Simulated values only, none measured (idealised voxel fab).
The process module presented herein is designated voxel fin reveal.
Section cut is 255 nm wide and gridded with 5 nm square cells.
Each cross-section below is a grid of square cells, stated as bands in top-down order, with one or more rows of cells making up each band. This entry defines a band. It first specifies the height of the band's top and the height of its bottom in nm, and then specifies the band's materials from left to right, stating each material with its width in nm. The word "all across" identifies a single material that fills the band from edge to edge, while the word "air" identifies empty space. Height 0 is the level under which the wafer as received is all one material. The lowest band goes on downwards, as in "0..down". It should be noted that a width expressed as "30->40" varies in equal increments from row to row of cells within the band, taking the value of the first number at the top row and that of the second number at the bottom row. "left unchanged" after a step means that no cell of the cross-section changed. In the "Completely enclosed voids" entry, you get each enclosed empty space of 8 cells or more, one with no open way to the top, written width x height at distance, distance from the left edge, in nm. That trailing text on a step's line, after the settings, is the simulator's own remark on the step. Each step line may optionally specify "overlay nm", which for a step with a mask gives the rightward distance between the mask's planned place and where it lay, a negative value indicating the leftward direction.

The planned process steps are enumerated hereunder
step 1: RECEIVE (material Si)
step 2: CONFORMAL_DEP (material SiN; thk nm 10)
step 3: MASKED_ETCH (tone cover; mask id FINS; width nm 15; pitch nm 35; etch materials SiN; depth nm 10; overlay nm 0)
step 4: MASKED_ETCH (tone cover; mask id FINS; width nm 15; pitch nm 35; etch materials Si; depth nm 35; overlay nm 0)
step 5: FILL_DEP (material SiO2; thk nm 15)
step 6: CMP (height nm 10)
step 7: SELECTIVE_ETCH (etch materials SiO2; depth nm 20)
step 8: STRIP (etch materials SiN)

As-received wafer cross-section (after step 1)
	0..down: Si all across
	Completely enclosed voids: none

First of two wafers: cross-section at end of module, run per plan
	0..-10: air=65  Si=15  air=20  Si=15  air=20  Si=15  air=20  Si=15  air=70
	-10..-35: SiO2=65  Si=15  SiO2=20  Si=15  SiO2=20  Si=15  SiO2=20  Si=15  SiO2=70
	-35..down: Si all across
	Completely enclosed voids: none

Cross-sectional view: second of two wafers, end of module; start and plan identical to the first, one mistake in running
	0..-10: air=65  Si=15  air=20  Si=15  air=20  Si=15  air=20  Si=15  air=70
	-10..-20: SiO2=45  air=20  Si=15  air=20  Si=15  air=20  Si=15  air=20  Si=15  air=20  SiO2=50
	-20..-35: SiO2=65  Si=15  SiO2=20  Si=15  SiO2=20  Si=15  SiO2=20  Si=15  SiO2=70
	-35..down: Si all across
	Completely enclosed voids: none
What went wrong in running the wafer? the intended sequence of steps 7 and 8 was reversed during processing, with each occupying the position of the other
Upon completion, the second wafer contains, in terms of cells, a greater or smaller amount of certain materials than the first wafer: SiO2: 40 fewer
